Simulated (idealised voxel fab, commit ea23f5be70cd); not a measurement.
A process module follows: voxel transistor to metal.
The cross-section on display is named cut; it measures 145 nm wide, and its cells are 5 nm squares.
Cross-section layout: square cells on a grid; listed as bands, top to bottom; a band spans one or more cell rows.
It is stipulated that each band's entry specify, in nanometres, the height of the top of the band and then that of its bottom, followed by the materials of the band in left-to-right sequence, each together with its width in nanometres. A single material marked by the word "all across" is understood to fill the band from edge to edge; the word "air" is understood to denote empty space.
Where do heights start? At 0: under that level the wafer as delivered is made of one material only. And the lowest band has no floor; it just carries on downward, as in "0..down".
Think of "30->40" as a width that walks from the first number to the second as you go down the band, top row to bottom row, taking equal-sized steps from row to row.
"nothing changed" (step): cross-section cells unchanged, all of them.
Empty spaces counting at least 8 cells and having no open way to the top are listed in "Closed internal cavities". The notation width x height at distance is used for each, the distance being from the left edge and all three values in nm.
Past the settings on a step's line: simulator remark, on that step.
The optional step-line setting "overlay nm" applies to steps with a mask and quantifies how far to the right of its planned location the mask lay, a negative value indicating leftward placement.
Process steps (planned):
1: RECEIVE,material Si
2: OXIDIZE,depth nm 5
3: CONFORMAL_DEP,material SiN,thk nm 10
4: MASKED_ETCH,tone cover,mask id ACTIVE,width nm 95,etch materials SiN,depth nm 10,overlay nm 0
5: MASKED_ETCH,tone cover,mask id ACTIVE,width nm 95,etch materials SiO2,depth nm 5,overlay nm 0
6: MASKED_ETCH,tone cover,mask id ACTIVE,width nm 95,etch materials Si,depth nm 20,overlay nm 0
7: FILL_DEP,material SiO2,thk nm 10
8: CMP,height nm 10
9: SELECTIVE_ETCH,etch materials SiO2,depth nm 5
10: STRIP,etch materials SiN
11: SELECTIVE_ETCH,etch materials SiO2,depth nm 5
12: OXIDIZE,depth nm 5
13: DIRECTIONAL_DEP,material polySi,thk nm 25
14: DIRECTIONAL_DEP,material SiCN,thk nm 10
15: MASKED_ETCH,tone cover,mask id GATE,width nm 25,etch materials SiCN,depth nm 20,overlay nm 0
16: MASKED_ETCH,tone cover,mask id GATE,width nm 25,etch materials polySi,depth nm 35,overlay nm 0
17: CONFORMAL_DEP,material SiN,thk nm 10
18: DIRECTIONAL_ETCH,etch materials SiN,depth nm 10
19: DIRECTIONAL_ETCH,etch materials SiO2,depth nm 5
20: DIRECTIONAL_ETCH,etch materials Si,depth nm 15
21: EPI,material SiGe,thk nm 20
22: FILL_DEP,material SiO2,thk nm 10
23: CMP,height nm 30
24: DIRECTIONAL_DEP,material SiO2,thk nm 15
25: DIRECTIONAL_DEP,material aC,thk nm 15
26: PATTERN,tone open,mask id CONTACT,material resist,width nm 25,pitch nm 60,thk nm 30,overlay nm 0
27: DIRECTIONAL_ETCH,etch materials aC,depth nm 15
28: STRIP,etch materials resist
29: DIRECTIONAL_ETCH,etch materials SiO2,depth nm 35
30: STRIP,etch materials aC
31: CONFORMAL_DEP,material TiN,thk nm 5
32: FILL_DEP,material Ru,thk nm 5
33: CMP,height nm 45
34: CONFORMAL_DEP,material SiN,thk nm 5
35: DIRECTIONAL_DEP,material SiO2,thk nm 20
36: PATTERN,tone open,mask id METAL_1,material resist,width nm 15,pitch nm 70,thk nm 15,overlay nm 0
37: DIRECTIONAL_ETCH,etch materials SiO2,depth nm 20
38: DIRECTIONAL_ETCH,etch materials SiN,depth nm 5
39: STRIP,etch materials resist
40: CONFORMAL_DEP,material TiN,thk nm 5
41: FILL_DEP,material W,thk nm 5
42: CMP,height nm 70
43: CONFORMAL_DEP,material SiCN,thk nm 5
Across this set of wafers, the varied parameter is the depth nm of step 11. Starting conditions are identical for every wafer, and the plan reports the value assigned to the first wafer.
Cross-sectional view of the first of several wafers in the as-received condition, corresponding to the state following step 1:
  0..down  Si all across
  Closed internal cavities: none
The cross-section of the first of several wafers is given below for the end of the module, after its final step, step 43:
  75..70  SiCN all across
  70..50  SiO2: 30  TiN: 5  W: 5  TiN: 5  SiO2: 55  TiN: 5  W: 5  TiN: 5  SiO2: 30
  50..45  SiN: 30  TiN: 15  SiN: 55  TiN: 15  SiN: 30
  45..35  SiO2: 30  TiN: 5  Ru: 15  TiN: 5  SiO2: 35  TiN: 5  Ru: 15  TiN: 5  SiO2: 30
  35..30  SiO2: 30  TiN: 5  Ru: 10  TiN: 10  SiO2: 35  TiN: 10  Ru: 10  TiN: 5  SiO2: 30
  30..20  SiO2: 30  TiN: 5  Ru: 10  TiN: 5  SiN: 10  SiCN: 25  SiN: 10  TiN: 5  Ru: 10  TiN: 5  SiO2: 30
  20..15  SiO2: 30  TiN: 5  Ru: 10  TiN: 5  SiN: 10  polySi: 25  SiN: 10  TiN: 5  Ru: 10  TiN: 5  SiO2: 30
  15..10  SiO2: 30  TiN: 20  SiN: 10  polySi: 25  SiN: 10  TiN: 20  SiO2: 30
  10..0  SiO2: 20  SiGe: 30  SiN: 10  polySi: 25  SiN: 10  SiGe: 30  SiO2: 20
  0..-5  SiO2: 20  SiN: 10  SiGe: 20  SiN: 10  polySi: 25  SiN: 10  SiGe: 20  SiN: 10  SiO2: 20
  -5..-10  SiO2: 30  SiGe: 20  SiO2: 45  SiGe: 20  SiO2: 30
  -10..-25  SiO2: 25  Si: 5  SiGe: 20  Si: 45  SiGe: 20  Si: 5  SiO2: 25
  -25..down  Si all across
  Closed internal cavities: none
Module end, final wafer: cross-section:
  75..70  SiCN all across
  70..50  SiO2: 30  TiN: 5  W: 5  TiN: 5  SiO2: 55  TiN: 5  W: 5  TiN: 5  SiO2: 30
  50..45  SiN: 30  TiN: 15  SiN: 55  TiN: 15  SiN: 30
  45..35  SiO2: 30  TiN: 5  Ru: 15  TiN: 5  SiO2: 35  TiN: 5  Ru: 15  TiN: 5  SiO2: 30
  35..30  SiO2: 30  TiN: 5  Ru: 10  TiN: 10  SiO2: 35  TiN: 10  Ru: 10  TiN: 5  SiO2: 30
  30..20  SiO2: 30  TiN: 5  Ru: 10  TiN: 5  SiN: 10  SiCN: 25  SiN: 10  TiN: 5  Ru: 10  TiN: 5  SiO2: 30
  20..15  SiO2: 30  TiN: 5  Ru: 10  TiN: 5  SiN: 10  polySi: 25  SiN: 10  TiN: 5  Ru: 10  TiN: 5  SiO2: 30
  15..10  SiO2: 30  TiN: 20  SiN: 10  polySi: 25  SiN: 10  TiN: 20  SiO2: 30
  10..-5  SiO2: 30  SiGe: 20  SiN: 10  polySi: 25  SiN: 10  SiGe: 20  SiO2: 30
  -5..-10  SiO2: 15  SiN: 10  SiGe: 25  SiO2: 45  SiGe: 25  SiN: 10  SiO2: 15
  -10..-20  SiO2: 15->5  SiN: 10->20  SiO2: 5  SiGe: 20  Si: 45  SiGe: 20  SiO2: 5  SiN: 10->20  SiO2: 15->5
  -20..-25  SiO2: 30  SiGe: 20  Si: 45  SiGe: 20  SiO2: 30
  -25..down  Si all across
  Closed internal cavities: none
The following table contains a row per wafer, in which are reported, at the conclusion of the module, the cells of each material gained (+) or lost (-) since the wafer's receipt, with its closed voids given thereafter:
depth nm 5, +28 Ru, -112 Si, +39 SiCN, +64 SiGe, +55 SiN, +272 SiO2, +56 TiN, +8 W, +25 polySi, Closed internal cavities: none
depth nm 10, +28 Ru, -114 Si, +39 SiCN, +70 SiGe, +55 SiN, +268 SiO2, +56 TiN, +8 W, +25 polySi, Closed internal cavities: none
depth nm 15, +28 Ru, -116 Si, +39 SiCN, +62 SiGe, +61 SiN, +272 SiO2, +56 TiN, +8 W, +25 polySi, Closed internal cavities: none
depth nm 20, +28 Ru, -118 Si, +39 SiCN, +58 SiGe, +67 SiN, +272 SiO2, +56 TiN, +8 W, +25 polySi, Closed internal cavities: none
